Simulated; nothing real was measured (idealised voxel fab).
The process module presented herein is designated voxel wiring stack.
Cross-section cut: width 165 nm, square cells of 5 nm.
How to read a cross-section here: the picture is a grid of square cells, written as bands going from the top down, and any band can span one or more rows of cells.
Top height, bottom height, nm. Materials left to right, width each, nm. Single material + "all across" = fills band edge to edge. "empty" = empty.
Measure heights from 0. That's the level where, below it, the as-received wafer is all one material. The lowest band is bottomless and extends downward; write it as in "0 and below".
Read "30->40" as a graded width: first number on top, second number at the bottom, same change between each pair of neighbouring rows.
Basically "stayed the same" means that step didn't change any cell in the cross-section.
Entry "Trapped cavities". Content: empty spaces with no open connection to the top, size 8 cells or greater. Each: width x height at distance. Distance: from left edge. Unit: nm.
after a step's settings: what the simulator itself notes on the step
On any step carrying a mask, the "overlay nm" setting, if present on the step's line, tells how far right of its planned place the mask lay; negative values point to the left.
PLAN
1,RECEIVE,material Si
2,CONFORMAL_DEP,material SiO2,thk nm 10
3,CONFORMAL_DEP,material SiCN,thk nm 5
4,DIRECTIONAL_DEP,material lowk,thk nm 25
5,MASKED_ETCH,tone open,mask id METAL_1,width nm 30,pitch nm 45,etch materials lowk,depth nm 25,overlay nm 0
6,MASKED_ETCH,tone open,mask id METAL_1,width nm 30,pitch nm 45,etch materials SiCN,depth nm 5,overlay nm 0
7,CONFORMAL_DEP,material TiN,thk nm 5
8,FILL_DEP,material Cu,thk nm 5
9,CMP,height nm 40
10,EPI,material Ru,thk nm 5
11,FILL_DEP,material SiCN,thk nm 5
12,DIRECTIONAL_DEP,material SiO2,thk nm 30
13,MASKED_ETCH,tone open,mask id METAL_2_HOLES,width nm 15,pitch nm 45,etch materials SiO2,depth nm 30,overlay nm 0
14,PATTERN,tone open,mask id METAL_2,material resist,width nm 30,pitch nm 45,thk nm 20,overlay nm 0
15,DIRECTIONAL_ETCH,etch materials SiO2,depth nm 20
16,DIRECTIONAL_ETCH,etch materials SiCN,depth nm 5
17,STRIP,etch materials resist
18,CONFORMAL_DEP,material TiN,thk nm 5
19,FILL_DEP,material Cu,thk nm 10
20,CMP,height nm 80
21,CONFORMAL_DEP,material SiCN,thk nm 5
22,DIRECTIONAL_DEP,material lowk,thk nm 20
23,PATTERN,tone open,mask id PLUG_2,material resist,width nm 15,thk nm 15,overlay nm 0
24,DIRECTIONAL_ETCH,etch materials lowk,depth nm 20
25,DIRECTIONAL_ETCH,etch materials SiCN,depth nm 5
26,STRIP,etch materials resist
27,CONFORMAL_DEP,material TiN,thk nm 5
28,FILL_DEP,material Cu,thk nm 10
29,CMP,height nm 105
30,CONFORMAL_DEP,material SiCN,thk nm 5
31,DIRECTIONAL_DEP,material SiO2,thk nm 25
32,MASKED_ETCH,tone open,mask id METAL_3,width nm 30,pitch nm 45,etch materials SiO2,depth nm 25,overlay nm 0
33,MASKED_ETCH,tone open,mask id METAL_3,width nm 30,pitch nm 45,etch materials SiCN,depth nm 5,overlay nm 0
34,CONFORMAL_DEP,material TiN,thk nm 5
35,FILL_DEP,material Ru,thk nm 5
36,CMP,height nm 135
37,CONFORMAL_DEP,material SiCN,thk nm 5
38,DIRECTIONAL_DEP,material lowk,thk nm 10
39,MASKED_ETCH,tone open,mask id PLUG_3,width nm 15,etch materials lowk,depth nm 10,overlay nm 0
40,MASKED_ETCH,tone open,mask id PLUG_3,width nm 15,etch materials SiCN,depth nm 5,overlay nm 0
41,CONFORMAL_DEP,material TiN,thk nm 5
42,FILL_DEP,material W,thk nm 10
43,CMP,height nm 150
44,CONFORMAL_DEP,material SiN,thk nm 5
45,DIRECTIONAL_DEP,material SiO2,thk nm 20
46,MASKED_ETCH,tone open,mask id METAL_4,width nm 30,pitch nm 45,etch materials SiO2,depth nm 20,overlay nm 0
47,MASKED_ETCH,tone open,mask id METAL_4,width nm 30,pitch nm 45,etch materials SiN,depth nm 5,overlay nm 0
48,CONFORMAL_DEP,material TiN,thk nm 5
49,FILL_DEP,material Cu,thk nm 10
50,CMP,height nm 175
51,EPI,material Ru,thk nm 5
52,FILL_DEP,material SiCN,thk nm 5
FIRST OF TWO WAFERS, WITH THE RUN CARRIED OUT AS PLANNED
AS RECEIVED (POST STEP 1): CROSS-SECTION
  0 and below = Si all across
  Trapped cavities: none
SO THIS IS THE WAFER CROSS-SECTION RIGHT AFTER STEP 2
  10 down to 0 = SiO2 all across
  Rest of section, below 0: as before.
SO THIS IS THE WAFER CROSS-SECTION RIGHT AFTER STEP 3
  15 down to 10 = SiCN all across
  Rest of section, below 10: as before.
SO THIS IS THE WAFER CROSS-SECTION RIGHT AFTER STEP 4
  40 down to 15 = lowk all across
  Rest of section, below 15: as before.
SO THIS IS THE WAFER CROSS-SECTION RIGHT AFTER STEP 5
  40 down to 15 = lowk=45, then empty=30, then lowk=15, then empty=30, then lowk=45
  Rest of section, below 15: as before.
SO THIS IS THE WAFER CROSS-SECTION RIGHT AFTER STEP 6
  40 down to 15 = lowk=45, then empty=30, then lowk=15, then empty=30, then lowk=45
  15 down to 10 = SiCN=45, then empty=30, then SiCN=15, then empty=30, then SiCN=45
  Rest of section, below 10: as before.
SO THIS IS THE WAFER CROSS-SECTION RIGHT AFTER STEP 7
  45 down to 40 = TiN=50, then empty=20, then TiN=25, then empty=20, then TiN=50
  40 down to 15 = lowk=45, then TiN=5, then empty=20, then TiN=5, then lowk=15, then TiN=5, then empty=20, then TiN=5, then lowk=45
  15 down to 10 = SiCN=45, then TiN=30, then SiCN=15, then TiN=30, then SiCN=45
  Rest of section, below 10: as before.
SO THIS IS THE WAFER CROSS-SECTION RIGHT AFTER STEP 8
  50 down to 45 = Cu all across
  45 down to 40 = TiN=50, then Cu=20, then TiN=25, then Cu=20, then TiN=50
  40 down to 15 = lowk=45, then TiN=5, then Cu=20, then TiN=5, then lowk=15, then TiN=5, then Cu=20, then TiN=5, then lowk=45
  Rest of section, below 15: as before.
SO THIS IS THE WAFER CROSS-SECTION RIGHT AFTER STEP 9
  40 down to 15 = lowk=45, then TiN=5, then Cu=20, then TiN=5, then lowk=15, then TiN=5, then Cu=20, then TiN=5, then lowk=45
  Rest of section, below 15: as before.
SO THIS IS THE WAFER CROSS-SECTION RIGHT AFTER STEP 10
  45 down to 40 = empty=40, then Ru=40, then empty=5, then Ru=40, then empty=40
  Rest of section, below 40: as before.
SO THIS IS THE WAFER CROSS-SECTION RIGHT AFTER STEP 11
  50 down to 45 = SiCN all across
  45 down to 40 = SiCN=40, then Ru=40, then SiCN=5, then Ru=40, then SiCN=40
  Rest of section, below 40: as before.
SO THIS IS THE WAFER CROSS-SECTION RIGHT AFTER STEP 12
  80 down to 50 = SiO2 all across
  Rest of section, below 50: as before.
SO THIS IS THE WAFER CROSS-SECTION RIGHT AFTER STEP 13
  80 down to 50 = SiO2=45, then empty=15, then SiO2=30, then empty=15, then SiO2=60
  Rest of section, below 50: as before.
SO THIS IS THE WAFER CROSS-SECTION RIGHT AFTER STEP 14
  100 down to 80 = resist=45, then empty=30, then resist=15, then empty=30, then resist=45
  Rest of section, below 80: as before.
SO THIS IS THE WAFER CROSS-SECTION RIGHT AFTER STEP 15
  100 down to 80 = resist=45, then empty=30, then resist=15, then empty=30, then resist=45
  80 down to 60 = SiO2=45, then empty=30, then SiO2=15, then empty=30, then SiO2=45
  Rest of section, below 60: as before.
SO THIS IS THE WAFER CROSS-SECTION RIGHT AFTER STEP 16
  100 down to 80 = resist=45, then empty=30, then resist=15, then empty=30, then resist=45
  80 down to 60 = SiO2=45, then empty=30, then SiO2=15, then empty=30, then SiO2=45
  60 down to 50 = SiO2=45, then empty=15, then SiO2=30, then empty=15, then SiO2=60
  50 down to 45 = SiCN=45, then empty=15, then SiCN=30, then empty=15, then SiCN=60
  Rest of section, below 45: as before.
SO THIS IS THE WAFER CROSS-SECTION RIGHT AFTER STEP 17
  80 down to 60 = SiO2=45, then empty=30, then SiO2=15, then empty=30, then SiO2=45
  Rest of section, below 60: as before.
SO THIS IS THE WAFER CROSS-SECTION RIGHT AFTER STEP 18
  85 down to 80 = TiN=50, then empty=20, then TiN=25, then empty=20, then TiN=50
  80 down to 65 = SiO2=45, then TiN=5, then empty=20, then TiN=5, then SiO2=15, then TiN=5, then empty=20, then TiN=5, then SiO2=45
  65 down to 60 = SiO2=45, then TiN=5, then empty=5, then TiN=20, then SiO2=15, then TiN=5, then empty=5, then TiN=20, then SiO2=45
  60 down to 50 = SiO2=45, then TiN=5, then empty=5, then TiN=5, then SiO2=30, then TiN=5, then empty=5, then TiN=5, then SiO2=60
  50 down to 45 = SiCN=45, then TiN=15, then SiCN=30, then TiN=15, then SiCN=60
  Rest of section, below 45: as before.
SO THIS IS THE WAFER CROSS-SECTION RIGHT AFTER STEP 19
  95 down to 85 = Cu all across
  85 down to 80 = TiN=50, then Cu=20, then TiN=25, then Cu=20, then TiN=50
  80 down to 65 = SiO2=45, then TiN=5, then Cu=20, then TiN=5, then SiO2=15, then TiN=5, then Cu=20, then TiN=5, then SiO2=45
  65 down to 60 = SiO2=45, then TiN=5, then Cu=5, then TiN=20, then SiO2=15, then TiN=5, then Cu=5, then TiN=20, then SiO2=45
  60 down to 50 = SiO2=45, then TiN=5, then Cu=5, then TiN=5, then SiO2=30, then TiN=5, then Cu=5, then TiN=5, then SiO2=60
  Rest of section, below 50: as before.
SO THIS IS THE WAFER CROSS-SECTION RIGHT AFTER STEP 20
  80 down to 65 = SiO2=45, then TiN=5, then Cu=20, then TiN=5, then SiO2=15, then TiN=5, then Cu=20, then TiN=5, then SiO2=45
  Rest of section, below 65: as before.
SO THIS IS THE WAFER CROSS-SECTION RIGHT AFTER STEP 21
  85 down to 80 = SiCN all across
  Rest of section, below 80: as before.
SO THIS IS THE WAFER CROSS-SECTION RIGHT AFTER STEP 22
  105 down to 85 = lowk all across
  Rest of section, below 85: as before.
SO THIS IS THE WAFER CROSS-SECTION RIGHT AFTER STEP 23
  120 down to 105 = resist=45, then empty=15, then resist=105
  Rest of section, below 105: as before.
SO THIS IS THE WAFER CROSS-SECTION RIGHT AFTER STEP 24
  120 down to 105 = resist=45, then empty=15, then resist=105
  105 down to 85 = lowk=45, then empty=15, then lowk=105
  Rest of section, below 85: as before.
SO THIS IS THE WAFER CROSS-SECTION RIGHT AFTER STEP 25
  120 down to 105 = resist=45, then empty=15, then resist=105
  105 down to 85 = lowk=45, then empty=15, then lowk=105
  85 down to 80 = SiCN=45, then empty=15, then SiCN=105
  Rest of section, below 80: as before.
SO THIS IS THE WAFER CROSS-SECTION RIGHT AFTER STEP 26
  105 down to 85 = lowk=45, then empty=15, then lowk=105
  Rest of section, below 85: as before.
SO THIS IS THE WAFER CROSS-SECTION RIGHT AFTER STEP 27
  110 down to 105 = TiN=50, then empty=5, then TiN=110
  105 down to 85 = lowk=45, then TiN=5, then empty=5, then TiN=5, then lowk=105
  85 down to 80 = SiCN=45, then TiN=15, then SiCN=105
  Rest of section, below 80: as before.
SO THIS IS THE WAFER CROSS-SECTION RIGHT AFTER STEP 28
  120 down to 110 = Cu all across
  110 down to 105 = TiN=50, then Cu=5, then TiN=110
  105 down to 85 = lowk=45, then TiN=5, then Cu=5, then TiN=5, then lowk=105
  Rest of section, below 85: as before.
SO THIS IS THE WAFER CROSS-SECTION RIGHT AFTER STEP 29
  105 down to 85 = lowk=45, then TiN=5, then Cu=5, then TiN=5, then lowk=105
  Rest of section, below 85: as before.
SO THIS IS THE WAFER CROSS-SECTION RIGHT AFTER STEP 30
  110 down to 105 = SiCN all across
  Rest of section, below 105: as before.
SO THIS IS THE WAFER CROSS-SECTION RIGHT AFTER STEP 31
  135 down to 110 = SiO2 all across
  Rest of section, below 110: as before.
SO THIS IS THE WAFER CROSS-SECTION RIGHT AFTER STEP 32
  135 down to 110 = SiO2=45, then empty=30, then SiO2=15, then empty=30, then SiO2=45
  Rest of section, below 110: as before.
SO THIS IS THE WAFER CROSS-SECTION RIGHT AFTER STEP 33
  135 down to 110 = SiO2=45, then empty=30, then SiO2=15, then empty=30, then SiO2=45
  110 down to 105 = SiCN=45, then empty=30, then SiCN=15, then empty=30, then SiCN=45
  Rest of section, below 105: as before.
SO THIS IS THE WAFER CROSS-SECTION RIGHT AFTER STEP 34
  140 down to 135 = TiN=50, then empty=20, then TiN=25, then empty=20, then TiN=50
  135 down to 110 = SiO2=45, then TiN=5, then empty=20, then TiN=5, then SiO2=15, then TiN=5, then empty=20, then TiN=5, then SiO2=45
  110 down to 105 = SiCN=45, then TiN=30, then SiCN=15, then TiN=30, then SiCN=45
  Rest of section, below 105: as before.
SO THIS IS THE WAFER CROSS-SECTION RIGHT AFTER STEP 35
  145 down to 140 = Ru all across
  140 down to 135 = TiN=50, then Ru=20, then TiN=25, then Ru=20, then TiN=50
  135 down to 110 = SiO2=45, then TiN=5, then Ru=20, then TiN=5, then SiO2=15, then TiN=5, then Ru=20, then TiN=5, then SiO2=45
  Rest of section, below 110: as before.
SO THIS IS THE WAFER CROSS-SECTION RIGHT AFTER STEP 36
  135 down to 110 = SiO2=45, then TiN=5, then Ru=20, then TiN=5, then SiO2=15, then TiN=5, then Ru=20, then TiN=5, then SiO2=45
  Rest of section, below 110: as before.
SO THIS IS THE WAFER CROSS-SECTION RIGHT AFTER STEP 37
  140 down to 135 = SiCN all across
  Rest of section, below 135: as before.
SO THIS IS THE WAFER CROSS-SECTION RIGHT AFTER STEP 38
  150 down to 140 = lowk all across
  Rest of section, below 140: as before.
SO THIS IS THE WAFER CROSS-SECTION RIGHT AFTER STEP 39
  150 down to 140 = lowk=45, then empty=15, then lowk=105
  Rest of section, below 140: as before.
SO THIS IS THE WAFER CROSS-SECTION RIGHT AFTER STEP 40
  150 down to 140 = lowk=45, then empty=15, then lowk=105
  140 down to 135 = SiCN=45, then empty=15, then SiCN=105
  Rest of section, below 135: as before.
SO THIS IS THE WAFER CROSS-SECTION RIGHT AFTER STEP 41
  155 down to 150 = TiN=50, then empty=5, then TiN=110
  150 down to 140 = lowk=45, then TiN=5, then empty=5, then TiN=5, then lowk=105
  140 down to 135 = SiCN=45, then TiN=15, then SiCN=105
  Rest of section, below 135: as before.
SO THIS IS THE WAFER CROSS-SECTION RIGHT AFTER STEP 42
  165 down to 155 = W all across
  155 down to 150 = TiN=50, then W=5, then TiN=110
  150 down to 140 = lowk=45, then TiN=5, then W=5, then TiN=5, then lowk=105
  Rest of section, below 140: as before.
SO THIS IS THE WAFER CROSS-SECTION RIGHT AFTER STEP 43
  150 down to 140 = lowk=45, then TiN=5, then W=5, then TiN=5, then lowk=105
  Rest of section, below 140: as before.
SO THIS IS THE WAFER CROSS-SECTION RIGHT AFTER STEP 44
  155 down to 150 = SiN all across
  Rest of section, below 150: as before.
SO THIS IS THE WAFER CROSS-SECTION RIGHT AFTER STEP 45
  175 down to 155 = SiO2 all across
  Rest of section, below 155: as before.
SO THIS IS THE WAFER CROSS-SECTION RIGHT AFTER STEP 46
  175 down to 155 = SiO2=45, then empty=30, then SiO2=15, then empty=30, then SiO2=45
  Rest of section, below 155: as before.
SO THIS IS THE WAFER CROSS-SECTION RIGHT AFTER STEP 47
  175 down to 155 = SiO2=45, then empty=30, then SiO2=15, then empty=30, then SiO2=45
  155 down to 150 = SiN=45, then empty=30, then SiN=15, then empty=30, then SiN=45
  Rest of section, below 150: as before.
SO THIS IS THE WAFER CROSS-SECTION RIGHT AFTER STEP 48
  180 down to 175 = TiN=50, then empty=20, then TiN=25, then empty=20, then TiN=50
  175 down to 155 = SiO2=45, then TiN=5, then empty=20, then TiN=5, then SiO2=15, then TiN=5, then empty=20, then TiN=5, then SiO2=45
  155 down to 150 = SiN=45, then TiN=30, then SiN=15, then TiN=30, then SiN=45
  Rest of section, below 150: as before.
SO THIS IS THE WAFER CROSS-SECTION RIGHT AFTER STEP 49
  190 down to 180 = Cu all across
  180 down to 175 = TiN=50, then Cu=20, then TiN=25, then Cu=20, then TiN=50
  175 down to 155 = SiO2=45, then TiN=5, then Cu=20, then TiN=5, then SiO2=15, then TiN=5, then Cu=20, then TiN=5, then SiO2=45
  Rest of section, below 155: as before.
SO THIS IS THE WAFER CROSS-SECTION RIGHT AFTER STEP 50
  175 down to 155 = SiO2=45, then TiN=5, then Cu=20, then TiN=5, then SiO2=15, then TiN=5, then Cu=20, then TiN=5, then SiO2=45
  Rest of section, below 155: as before.
SO THIS IS THE WAFER CROSS-SECTION RIGHT AFTER STEP 51
  180 down to 175 = empty=40, then Ru=40, then empty=5, then Ru=40, then empty=40
  Rest of section, below 175: as before.
SO THIS IS THE WAFER CROSS-SECTION RIGHT AFTER STEP 52
  185 down to 180 = SiCN all across
  180 down to 175 = SiCN=40, then Ru=40, then SiCN=5, then Ru=40, then SiCN=40
  Rest of section, below 175: as before.
WAFER TWO OF TWO - SAME STARTING POINT, SAME PROCESS PLAN, ONE MISTAKE IN EXECUTION; MATCHES WAFER ONE UP TO AND INCLUDING STEP 11
THE SECOND WAFER IN CROSS-SECTION, AT THE PLANNED CLOSE OF STEP 12
  110 down to 50 = SiO2 all across
  Rest of section, below 50: as before.
THE SECOND WAFER IN CROSS-SECTION, AT THE PLANNED CLOSE OF STEP 13
  110 down to 80 = SiO2=45, then empty=15, then SiO2=30, then empty=15, then SiO2=60
  Rest of section, below 80: as before.
THE SECOND WAFER IN CROSS-SECTION, AT THE PLANNED CLOSE OF STEP 14
  130 down to 110 = resist=45, then empty=30, then resist=15, then empty=30, then resist=45
  Rest of section, below 110: as before.
THE SECOND WAFER IN CROSS-SECTION, AT THE PLANNED CLOSE OF STEP 15
  130 down to 110 = resist=45, then empty=30, then resist=15, then empty=30, then resist=45
  110 down to 90 = SiO2=45, then empty=30, then SiO2=15, then empty=30, then SiO2=45
  90 down to 60 = SiO2=45, then empty=15, then SiO2=30, then empty=15, then SiO2=60
  Rest of section, below 60: as before.
The second wafer in cross-section, at the planned close of step 16: stayed the same
THE SECOND WAFER IN CROSS-SECTION, AT THE PLANNED CLOSE OF STEP 17
  110 down to 90 = SiO2=45, then empty=30, then SiO2=15, then empty=30, then SiO2=45
  Rest of section, below 90: as before.
THE SECOND WAFER IN CROSS-SECTION, AT THE PLANNED CLOSE OF STEP 18
  115 down to 110 = TiN=50, then empty=20, then TiN=25, then empty=20, then TiN=50
  110 down to 95 = SiO2=45, then TiN=5, then empty=20, then TiN=5, then SiO2=15, then TiN=5, then empty=20, then TiN=5, then SiO2=45
  95 down to 90 = SiO2=45, then TiN=5, then empty=5, then TiN=20, then SiO2=15, then TiN=5, then empty=5, then TiN=20, then SiO2=45
  90 down to 65 = SiO2=45, then TiN=5, then empty=5, then TiN=5, then SiO2=30, then TiN=5, then empty=5, then TiN=5, then SiO2=60
  65 down to 60 = SiO2=45, then TiN=15, then SiO2=30, then TiN=15, then SiO2=60
  Rest of section, below 60: as before.
THE SECOND WAFER IN CROSS-SECTION, AT THE PLANNED CLOSE OF STEP 19
  125 down to 115 = Cu all across
  115 down to 110 = TiN=50, then Cu=20, then TiN=25, then Cu=20, then TiN=50
  110 down to 95 = SiO2=45, then TiN=5, then Cu=20, then TiN=5, then SiO2=15, then TiN=5, then Cu=20, then TiN=5, then SiO2=45
  95 down to 90 = SiO2=45, then TiN=5, then Cu=5, then TiN=20, then SiO2=15, then TiN=5, then Cu=5, then TiN=20, then SiO2=45
  90 down to 65 = SiO2=45, then TiN=5, then Cu=5, then TiN=5, then SiO2=30, then TiN=5, then Cu=5, then TiN=5, then SiO2=60
  Rest of section, below 65: as before.
THE SECOND WAFER IN CROSS-SECTION, AT THE PLANNED CLOSE OF STEP 20
  80 down to 65 = SiO2=45, then TiN=5, then Cu=5, then TiN=5, then SiO2=30, then TiN=5, then Cu=5, then TiN=5, then SiO2=60
  Rest of section, below 65: as before.
THE SECOND WAFER IN CROSS-SECTION, AT THE PLANNED CLOSE OF STEP 21
  85 down to 80 = SiCN all across
  Rest of section, below 80: as before.
THE SECOND WAFER IN CROSS-SECTION, AT THE PLANNED CLOSE OF STEP 22
  105 down to 85 = lowk all across
  Rest of section, below 85: as before.
THE SECOND WAFER IN CROSS-SECTION, AT THE PLANNED CLOSE OF STEP 23
  120 down to 105 = resist=45, then empty=15, then resist=105
  Rest of section, below 105: as before.
THE SECOND WAFER IN CROSS-SECTION, AT THE PLANNED CLOSE OF STEP 24
  120 down to 105 = resist=45, then empty=15, then resist=105
  105 down to 85 = lowk=45, then empty=15, then lowk=105
  Rest of section, below 85: as before.
THE SECOND WAFER IN CROSS-SECTION, AT THE PLANNED CLOSE OF STEP 25
  120 down to 105 = resist=45, then empty=15, then resist=105
  105 down to 85 = lowk=45, then empty=15, then lowk=105
  85 down to 80 = SiCN=45, then empty=15, then SiCN=105
  Rest of section, below 80: as before.
THE SECOND WAFER IN CROSS-SECTION, AT THE PLANNED CLOSE OF STEP 26
  105 down to 85 = lowk=45, then empty=15, then lowk=105
  Rest of section, below 85: as before.
THE SECOND WAFER IN CROSS-SECTION, AT THE PLANNED CLOSE OF STEP 27
  110 down to 105 = TiN=50, then empty=5, then TiN=110
  105 down to 85 = lowk=45, then TiN=5, then empty=5, then TiN=5, then lowk=105
  85 down to 80 = SiCN=45, then TiN=15, then SiCN=105
  Rest of section, below 80: as before.
THE SECOND WAFER IN CROSS-SECTION, AT THE PLANNED CLOSE OF STEP 28
  120 down to 110 = Cu all across
  110 down to 105 = TiN=50, then Cu=5, then TiN=110
  105 down to 85 = lowk=45, then TiN=5, then Cu=5, then TiN=5, then lowk=105
  Rest of section, below 85: as before.
THE SECOND WAFER IN CROSS-SECTION, AT THE PLANNED CLOSE OF STEP 29
  105 down to 85 = lowk=45, then TiN=5, then Cu=5, then TiN=5, then lowk=105
  Rest of section, below 85: as before.
THE SECOND WAFER IN CROSS-SECTION, AT THE PLANNED CLOSE OF STEP 30
  110 down to 105 = SiCN all across
  Rest of section, below 105: as before.
THE SECOND WAFER IN CROSS-SECTION, AT THE PLANNED CLOSE OF STEP 31
  135 down to 110 = SiO2 all across
  Rest of section, below 110: as before.
THE SECOND WAFER IN CROSS-SECTION, AT THE PLANNED CLOSE OF STEP 32
  135 down to 110 = SiO2=45, then empty=30, then SiO2=15, then empty=30, then SiO2=45
  Rest of section, below 110: as before.
THE SECOND WAFER IN CROSS-SECTION, AT THE PLANNED CLOSE OF STEP 33
  135 down to 110 = SiO2=45, then empty=30, then SiO2=15, then empty=30, then SiO2=45
  110 down to 105 = SiCN=45, then empty=30, then SiCN=15, then empty=30, then SiCN=45
  Rest of section, below 105: as before.
THE SECOND WAFER IN CROSS-SECTION, AT THE PLANNED CLOSE OF STEP 34
  140 down to 135 = TiN=50, then empty=20, then TiN=25, then empty=20, then TiN=50
  135 down to 110 = SiO2=45, then TiN=5, then empty=20, then TiN=5, then SiO2=15, then TiN=5, then empty=20, then TiN=5, then SiO2=45
  110 down to 105 = SiCN=45, then TiN=30, then SiCN=15, then TiN=30, then SiCN=45
  Rest of section, below 105: as before.
THE SECOND WAFER IN CROSS-SECTION, AT THE PLANNED CLOSE OF STEP 35
  145 down to 140 = Ru all across
  140 down to 135 = TiN=50, then Ru=20, then TiN=25, then Ru=20, then TiN=50
  135 down to 110 = SiO2=45, then TiN=5, then Ru=20, then TiN=5, then SiO2=15, then TiN=5, then Ru=20, then TiN=5, then SiO2=45
  Rest of section, below 110: as before.
THE SECOND WAFER IN CROSS-SECTION, AT THE PLANNED CLOSE OF STEP 36
  135 down to 110 = SiO2=45, then TiN=5, then Ru=20, then TiN=5, then SiO2=15, then TiN=5, then Ru=20, then TiN=5, then SiO2=45
  Rest of section, below 110: as before.
THE SECOND WAFER IN CROSS-SECTION, AT THE PLANNED CLOSE OF STEP 37
  140 down to 135 = SiCN all across
  Rest of section, below 135: as before.
THE SECOND WAFER IN CROSS-SECTION, AT THE PLANNED CLOSE OF STEP 38
  150 down to 140 = lowk all across
  Rest of section, below 140: as before.
THE SECOND WAFER IN CROSS-SECTION, AT THE PLANNED CLOSE OF STEP 39
  150 down to 140 = lowk=45, then empty=15, then lowk=105
  Rest of section, below 140: as before.
THE SECOND WAFER IN CROSS-SECTION, AT THE PLANNED CLOSE OF STEP 40
  150 down to 140 = lowk=45, then empty=15, then lowk=105
  140 down to 135 = SiCN=45, then empty=15, then SiCN=105
  Rest of section, below 135: as before.
THE SECOND WAFER IN CROSS-SECTION, AT THE PLANNED CLOSE OF STEP 41
  155 down to 150 = TiN=50, then empty=5, then TiN=110
  150 down to 140 = lowk=45, then TiN=5, then empty=5, then TiN=5, then lowk=105
  140 down to 135 = SiCN=45, then TiN=15, then SiCN=105
  Rest of section, below 135: as before.
THE SECOND WAFER IN CROSS-SECTION, AT THE PLANNED CLOSE OF STEP 42
  165 down to 155 = W all across
  155 down to 150 = TiN=50, then W=5, then TiN=110
  150 down to 140 = lowk=45, then TiN=5, then W=5, then TiN=5, then lowk=105
  Rest of section, below 140: as before.
THE SECOND WAFER IN CROSS-SECTION, AT THE PLANNED CLOSE OF STEP 43
  150 down to 140 = lowk=45, then TiN=5, then W=5, then TiN=5, then lowk=105
  Rest of section, below 140: as before.
THE SECOND WAFER IN CROSS-SECTION, AT THE PLANNED CLOSE OF STEP 44
  155 down to 150 = SiN all across
  Rest of section, below 150: as before.
THE SECOND WAFER IN CROSS-SECTION, AT THE PLANNED CLOSE OF STEP 45
  175 down to 155 = SiO2 all across
  Rest of section, below 155: as before.
THE SECOND WAFER IN CROSS-SECTION, AT THE PLANNED CLOSE OF STEP 46
  175 down to 155 = SiO2=45, then empty=30, then SiO2=15, then empty=30, then SiO2=45
  Rest of section, below 155: as before.
THE SECOND WAFER IN CROSS-SECTION, AT THE PLANNED CLOSE OF STEP 47
  175 down to 155 = SiO2=45, then empty=30, then SiO2=15, then empty=30, then SiO2=45
  155 down to 150 = SiN=45, then empty=30, then SiN=15, then empty=30, then SiN=45
  Rest of section, below 150: as before.
THE SECOND WAFER IN CROSS-SECTION, AT THE PLANNED CLOSE OF STEP 48
  180 down to 175 = TiN=50, then empty=20, then TiN=25, then empty=20, then TiN=50
  175 down to 155 = SiO2=45, then TiN=5, then empty=20, then TiN=5, then SiO2=15, then TiN=5, then empty=20, then TiN=5, then SiO2=45
  155 down to 150 = SiN=45, then TiN=30, then SiN=15, then TiN=30, then SiN=45
  Rest of section, below 150: as before.
THE SECOND WAFER IN CROSS-SECTION, AT THE PLANNED CLOSE OF STEP 49
  190 down to 180 = Cu all across
  180 down to 175 = TiN=50, then Cu=20, then TiN=25, then Cu=20, then TiN=50
  175 down to 155 = SiO2=45, then TiN=5, then Cu=20, then TiN=5, then SiO2=15, then TiN=5, then Cu=20, then TiN=5, then SiO2=45
  Rest of section, below 155: as before.
THE SECOND WAFER IN CROSS-SECTION, AT THE PLANNED CLOSE OF STEP 50
  175 down to 155 = SiO2=45, then TiN=5, then Cu=20, then TiN=5, then SiO2=15, then TiN=5, then Cu=20, then TiN=5, then SiO2=45
  Rest of section, below 155: as before.
THE SECOND WAFER IN CROSS-SECTION, AT THE PLANNED CLOSE OF STEP 51
  180 down to 175 = empty=40, then Ru=40, then empty=5, then Ru=40, then empty=40
  Rest of section, below 175: as before.
THE SECOND WAFER IN CROSS-SECTION, AT THE PLANNED CLOSE OF STEP 52
  185 down to 180 = SiCN all across
  180 down to 175 = SiCN=40, then Ru=40, then SiCN=5, then Ru=40, then SiCN=40
  Rest of section, below 175: as before.
Which mistake was made when the wafer was run? the plan had its step 12 run twice
Counted in cells at the end, the second wafer holds more or fewer of these materials than the first: 24 fewer of Cu | 6 more of SiCN | 36 more of SiO2 | 18 fewer of TiN
